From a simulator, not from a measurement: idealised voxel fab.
Documented hereafter: the process module known as voxel self aligned vias.
Section shown: cut. Width: 260 nm. Cell size: 5 nm, square.
We lay out every cross-section as a grid of square cells and spell it out in bands from the top down, where one band means one or more rows of cells.
Read a band's entry like this: the first values are the height of its top and the height of its bottom in nm, and what follows is the sequence of materials from left to right, each with its width in nm. Note that "air" is empty space, and that a single material marked "edge to edge" reaches across the band from edge to edge.
It should be noted that heights are counted from 0, beneath which the wafer as supplied is of one material throughout, and that the lowest band possesses no lower boundary but continues downward, as written in "0 -> down".
Think of "30->40" as a width that walks from the first number to the second as you go down the band, top row to bottom row, taking equal-sized steps from row to row.
You'll sometimes find "no modifications" written for a step, and that's the way of saying that nowhere in the cross-section did a cell change during that step.
So "Internal closed voids" is basically the list of trapped voids: any empty space of 8 cells or more that can't reach the top through an opening. They're written width x height at distance, the distance being from the left edge, and it's all nm.
The remark found on a step's line after its settings is issued by the simulator itself and pertains to that step.
overlay nm: where the mask lay relative to plan, measured to the right, on steps with a mask; negatives go left.
-- Intended process steps
| 1 | RECEIVE: material Si |
| 2 | CONFORMAL_DEP: material SiO2, thk nm 10 |
| 3 | CONFORMAL_DEP: material SiCN, thk nm 5 |
| 4 | DIRECTIONAL_DEP: material lowk, thk nm 30 |
| 5 | MASKED_ETCH: tone open, mask id LINES, width nm 25, pitch nm 60, etch materials lowk, depth nm 30, overlay nm 0 |
| 6 | CONFORMAL_DEP: material TiN, thk nm 5 |
| 7 | FILL_DEP: material Ru, thk nm 10 |
| 8 | CMP: height nm 45 |
| 9 | SELECTIVE_ETCH: etch materials W Ru TiN, depth nm 5 |
| 10 | FILL_DEP: material SiN, thk nm 5 |
| 11 | CMP: height nm 45 |
| 12 | DIRECTIONAL_DEP: material lowk, thk nm 15 |
| 13 | PATTERN: tone open, mask id VIAS, material resist, width nm 35, pitch nm 60, thk nm 15, overlay nm 0 |
| 14 | DIRECTIONAL_ETCH: etch materials lowk, depth nm 15 |
| 15 | DIRECTIONAL_ETCH: etch materials SiN, depth nm 5 |
| 16 | STRIP: etch materials resist |
| 17 | CONFORMAL_DEP: material TiN, thk nm 5 |
| 18 | FILL_DEP: material Cu, thk nm 10 |
| 19 | CMP: height nm 60 |
| 20 | CONFORMAL_DEP: material SiCN, thk nm 5 |
-- First of two wafers: run as planned
-- Incoming wafer, cross-sectional view, post step 1
	0 -> down  Si edge to edge
	Internal closed voids: none
-- So this is the wafer cross-section right after step 2
	10 -> 0  SiO2 edge to edge
	Note: structure below 0 unchanged.
-- So this is the wafer cross-section right after step 3
	15 -> 10  SiCN edge to edge
	Note: structure below 10 unchanged.
-- So this is the wafer cross-section right after step 4
	45 -> 15  lowk edge to edge
	Note: structure below 15 unchanged.
-- So this is the wafer cross-section right after step 5
	45 -> 15  lowk 55 / air 25 / lowk 35 / air 25 / lowk 35 / air 25 / lowk 60
	Note: structure below 15 unchanged.
-- So this is the wafer cross-section right after step 6
	50 -> 45  TiN 60 / air 15 / TiN 45 / air 15 / TiN 45 / air 15 / TiN 65
	45 -> 20  lowk 55 / TiN 5 / air 15 / TiN 5 / lowk 35 / TiN 5 / air 15 / TiN 5 / lowk 35 / TiN 5 / air 15 / TiN 5 / lowk 60
	20 -> 15  lowk 55 / TiN 25 / lowk 35 / TiN 25 / lowk 35 / TiN 25 / lowk 60
	Note: structure below 15 unchanged.
-- So this is the wafer cross-section right after step 7
	60 -> 50  Ru edge to edge
	50 -> 45  TiN 60 / Ru 15 / TiN 45 / Ru 15 / TiN 45 / Ru 15 / TiN 65
	45 -> 20  lowk 55 / TiN 5 / Ru 15 / TiN 5 / lowk 35 / TiN 5 / Ru 15 / TiN 5 / lowk 35 / TiN 5 / Ru 15 / TiN 5 / lowk 60
	Note: structure below 20 unchanged.
-- So this is the wafer cross-section right after step 8
	45 -> 20  lowk 55 / TiN 5 / Ru 15 / TiN 5 / lowk 35 / TiN 5 / Ru 15 / TiN 5 / lowk 35 / TiN 5 / Ru 15 / TiN 5 / lowk 60
	Note: structure below 20 unchanged.
-- So this is the wafer cross-section right after step 9
	45 -> 40  lowk 55 / air 25 / lowk 35 / air 25 / lowk 35 / air 25 / lowk 60
	Note: structure below 40 unchanged.
-- So this is the wafer cross-section right after step 10
	50 -> 45  SiN edge to edge
	45 -> 40  lowk 55 / SiN 25 / lowk 35 / SiN 25 / lowk 35 / SiN 25 / lowk 60
	Note: structure below 40 unchanged.
-- So this is the wafer cross-section right after step 11
	45 -> 40  lowk 55 / SiN 25 / lowk 35 / SiN 25 / lowk 35 / SiN 25 / lowk 60
	Note: structure below 40 unchanged.
-- So this is the wafer cross-section right after step 12
	60 -> 45  lowk edge to edge
	Note: structure below 45 unchanged.
-- So this is the wafer cross-section right after step 13
	75 -> 60  resist 50 / air 35 / resist 25 / air 35 / resist 25 / air 35 / resist 55
	Note: structure below 60 unchanged.
-- So this is the wafer cross-section right after step 14
	75 -> 60  resist 50 / air 35 / resist 25 / air 35 / resist 25 / air 35 / resist 55
	60 -> 45  lowk 50 / air 35 / lowk 25 / air 35 / lowk 25 / air 35 / lowk 55
	Note: structure below 45 unchanged.
-- So this is the wafer cross-section right after step 15
	75 -> 60  resist 50 / air 35 / resist 25 / air 35 / resist 25 / air 35 / resist 55
	60 -> 45  lowk 50 / air 35 / lowk 25 / air 35 / lowk 25 / air 35 / lowk 55
	45 -> 40  lowk 55 / air 25 / lowk 35 / air 25 / lowk 35 / air 25 / lowk 60
	Note: structure below 40 unchanged.
-- So this is the wafer cross-section right after step 16
	60 -> 45  lowk 50 / air 35 / lowk 25 / air 35 / lowk 25 / air 35 / lowk 55
	Note: structure below 45 unchanged.
-- So this is the wafer cross-section right after step 17
	65 -> 60  TiN 55 / air 25 / TiN 35 / air 25 / TiN 35 / air 25 / TiN 60
	60 -> 50  lowk 50 / TiN 5 / air 25 / TiN 5 / lowk 25 / TiN 5 / air 25 / TiN 5 / lowk 25 / TiN 5 / air 25 / TiN 5 / lowk 55
	50 -> 45  lowk 50 / TiN 10 / air 15 / TiN 10 / lowk 25 / TiN 10 / air 15 / TiN 10 / lowk 25 / TiN 10 / air 15 / TiN 10 / lowk 55
	45 -> 40  lowk 55 / TiN 25 / lowk 35 / TiN 25 / lowk 35 / TiN 25 / lowk 60
	Note: structure below 40 unchanged.
-- So this is the wafer cross-section right after step 18
	75 -> 65  Cu edge to edge
	65 -> 60  TiN 55 / Cu 25 / TiN 35 / Cu 25 / TiN 35 / Cu 25 / TiN 60
	60 -> 50  lowk 50 / TiN 5 / Cu 25 / TiN 5 / lowk 25 / TiN 5 / Cu 25 / TiN 5 / lowk 25 / TiN 5 / Cu 25 / TiN 5 / lowk 55
	50 -> 45  lowk 50 / TiN 10 / Cu 15 / TiN 10 / lowk 25 / TiN 10 / Cu 15 / TiN 10 / lowk 25 / TiN 10 / Cu 15 / TiN 10 / lowk 55
	Note: structure below 45 unchanged.
-- So this is the wafer cross-section right after step 19
	60 -> 50  lowk 50 / TiN 5 / Cu 25 / TiN 5 / lowk 25 / TiN 5 / Cu 25 / TiN 5 / lowk 25 / TiN 5 / Cu 25 / TiN 5 / lowk 55
	Note: structure below 50 unchanged.
-- So this is the wafer cross-section right after step 20
	65 -> 60  SiCN edge to edge
	Note: structure below 60 unchanged.
-- It is to be noted that the second wafer proceeded from the same initial state and according to the same plan as the first, although one mistake was committed in its execution; through step 1, inclusive, the two wafers share an identical history
Second wafer at the planned finish of step 2, seen in cross-section: no modifications
-- Second wafer at the planned finish of step 3, seen in cross-section
	5 -> 0  SiCN edge to edge
	Note: structure below 0 unchanged.
-- Second wafer at the planned finish of step 4, seen in cross-section
	35 -> 5  lowk edge to edge
	Note: structure below 5 unchanged.
-- Second wafer at the planned finish of step 5, seen in cross-section
	35 -> 5  lowk 55 / air 25 / lowk 35 / air 25 / lowk 35 / air 25 / lowk 60
	Note: structure below 5 unchanged.
-- Second wafer at the planned finish of step 6, seen in cross-section
	40 -> 35  TiN 60 / air 15 / TiN 45 / air 15 / TiN 45 / air 15 / TiN 65
	35 -> 10  lowk 55 / TiN 5 / air 15 / TiN 5 / lowk 35 / TiN 5 / air 15 / TiN 5 / lowk 35 / TiN 5 / air 15 / TiN 5 / lowk 60
	10 -> 5  lowk 55 / TiN 25 / lowk 35 / TiN 25 / lowk 35 / TiN 25 / lowk 60
	Note: structure below 5 unchanged.
-- Second wafer at the planned finish of step 7, seen in cross-section
	50 -> 40  Ru edge to edge
	40 -> 35  TiN 60 / Ru 15 / TiN 45 / Ru 15 / TiN 45 / Ru 15 / TiN 65
	35 -> 10  lowk 55 / TiN 5 / Ru 15 / TiN 5 / lowk 35 / TiN 5 / Ru 15 / TiN 5 / lowk 35 / TiN 5 / Ru 15 / TiN 5 / lowk 60
	Note: structure below 10 unchanged.
-- Second wafer at the planned finish of step 8, seen in cross-section
	45 -> 40  Ru edge to edge
	Note: structure below 40 unchanged.
-- Second wafer at the planned finish of step 9, seen in cross-section
	40 -> 35  TiN 60 / Ru 15 / TiN 45 / Ru 15 / TiN 45 / Ru 15 / TiN 65
	Note: structure below 35 unchanged.
-- Second wafer at the planned finish of step 10, seen in cross-section
	45 -> 40  SiN edge to edge
	Note: structure below 40 unchanged.
Second wafer at the planned finish of step 11, seen in cross-section: no modifications
-- Second wafer at the planned finish of step 12, seen in cross-section
	60 -> 45  lowk edge to edge
	Note: structure below 45 unchanged.
-- Second wafer at the planned finish of step 13, seen in cross-section
	75 -> 60  resist 50 / air 35 / resist 25 / air 35 / resist 25 / air 35 / resist 55
	Note: structure below 60 unchanged.
-- Second wafer at the planned finish of step 14, seen in cross-section
	75 -> 60  resist 50 / air 35 / resist 25 / air 35 / resist 25 / air 35 / resist 55
	60 -> 45  lowk 50 / air 35 / lowk 25 / air 35 / lowk 25 / air 35 / lowk 55
	Note: structure below 45 unchanged.
-- Second wafer at the planned finish of step 15, seen in cross-section
	75 -> 60  resist 50 / air 35 / resist 25 / air 35 / resist 25 / air 35 / resist 55
	60 -> 45  lowk 50 / air 35 / lowk 25 / air 35 / lowk 25 / air 35 / lowk 55
	45 -> 40  SiN 50 / air 35 / SiN 25 / air 35 / SiN 25 / air 35 / SiN 55
	Note: structure below 40 unchanged.
-- Second wafer at the planned finish of step 16, seen in cross-section
	60 -> 45  lowk 50 / air 35 / lowk 25 / air 35 / lowk 25 / air 35 / lowk 55
	Note: structure below 45 unchanged.
-- Second wafer at the planned finish of step 17, seen in cross-section
	65 -> 60  TiN 55 / air 25 / TiN 35 / air 25 / TiN 35 / air 25 / TiN 60
	60 -> 45  lowk 50 / TiN 5 / air 25 / TiN 5 / lowk 25 / TiN 5 / air 25 / TiN 5 / lowk 25 / TiN 5 / air 25 / TiN 5 / lowk 55
	45 -> 40  SiN 50 / TiN 35 / SiN 25 / TiN 35 / SiN 25 / TiN 35 / SiN 55
	Note: structure below 40 unchanged.
-- Second wafer at the planned finish of step 18, seen in cross-section
	75 -> 65  Cu edge to edge
	65 -> 60  TiN 55 / Cu 25 / TiN 35 / Cu 25 / TiN 35 / Cu 25 / TiN 60
	60 -> 45  lowk 50 / TiN 5 / Cu 25 / TiN 5 / lowk 25 / TiN 5 / Cu 25 / TiN 5 / lowk 25 / TiN 5 / Cu 25 / TiN 5 / lowk 55
	Note: structure below 45 unchanged.
-- Second wafer at the planned finish of step 19, seen in cross-section
	60 -> 45  lowk 50 / TiN 5 / Cu 25 / TiN 5 / lowk 25 / TiN 5 / Cu 25 / TiN 5 / lowk 25 / TiN 5 / Cu 25 / TiN 5 / lowk 55
	Note: structure below 45 unchanged.
-- Second wafer at the planned finish of step 20, seen in cross-section
	65 -> 60  SiCN edge to edge
	Note: structure below 60 unchanged.
Here's what went sideways: step 2 from the plan never happened, it was just skipped
Counted in cells at the end, the second wafer holds more or fewer of these materials than the first: Cu +6; Ru +18; SiN +31; SiO2 -104; TiN +49
